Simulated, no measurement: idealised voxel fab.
process module | voxel self aligned contacts
cross-section cut | 215 nm wide | cells 5 nm
A cross-section is a grid of square cells, given in bands from the top down. A band is one or more rows of cells.
Each band's line starts with the height of the band's top and of its bottom, in nm. Then come its materials from left to right, each with its width in nm. One material with "throughout" fills the band from edge to edge. "air" is empty space.
Height 0 is the level under which the wafer as received is all one material. The lowest band goes on downwards, as in "0 down".
A width such as "30 to 40" changes by the same amount from each row of cells to the next, from the band's top row to its bottom row.
"no change" after a step means that no cell of the cross-section changed.
closed voids: empty space of 8 cells or more with no open way to the top, each as width x height at its distance from the left edge, in nm
after a step's settings: what the simulator itself notes on the step
overlay nm, on a step with a mask: how far to the right of its planned place the mask lay; to the left if negative
plan
1 op RECEIVE | material Si
2 op CONFORMAL_DEP | material SiO2 | thk nm 5
3 op DIRECTIONAL_DEP | material polySi | thk nm 20
4 op DIRECTIONAL_DEP | material SiN | thk nm 25
5 op PATTERN | tone cover | mask id GATE | material resist | width nm 25 | pitch nm 60 | thk nm 15 | overlay nm 0
6 op DIRECTIONAL_ETCH | etch materials SiN | depth nm 25
7 op DIRECTIONAL_ETCH | etch materials polySi | depth nm 20
8 op STRIP | etch materials resist
9 op CONFORMAL_DEP | material SiN | thk nm 10
10 op DIRECTIONAL_ETCH | etch materials SiN | depth nm 10
11 op FILL_DEP | material SiO2 | thk nm 15
12 op CMP | height nm 60
13 op DIRECTIONAL_DEP | material aC | thk nm 15
14 op PATTERN | tone open | mask id CONTACT | material resist | width nm 45 | pitch nm 60 | thk nm 30 | overlay nm 0
15 op DIRECTIONAL_ETCH | etch materials aC | depth nm 15
16 op STRIP | etch materials resist
17 op DIRECTIONAL_ETCH | etch materials SiO2 | depth nm 60
18 op STRIP | etch materials aC
19 op CONFORMAL_DEP | material TiN | thk nm 5
20 op FILL_DEP | material W | thk nm 5
21 op CMP | height nm 60
22 op CONFORMAL_DEP | material SiCN | thk nm 5
as received, after step 1
  0 down: Si throughout
  closed voids: none
a wafer at the end: this start, this plan, one mistake
  65 to 60: SiCN throughout
  60 to 50: SiO2 55 | TiN 5 to 20 | W 35 to 5 | TiN 5 to 20 | SiO2 15 | TiN 5 to 20 | W 35 to 5 | TiN 5 to 20 | SiO2 55
  50 to 25: SiO2 25 | SiN 45 | TiN 5 | W 5 | TiN 5 | SiN 45 | TiN 5 | W 5 | TiN 5 | SiN 45 | SiO2 25
  25 to 20: SiO2 70 | TiN 15 | SiO2 45 | TiN 15 | SiO2 70
  20 to 0: polySi throughout
  0 down: Si throughout
  closed voids: none
what went wrong: steps 2 and 3 were swapped
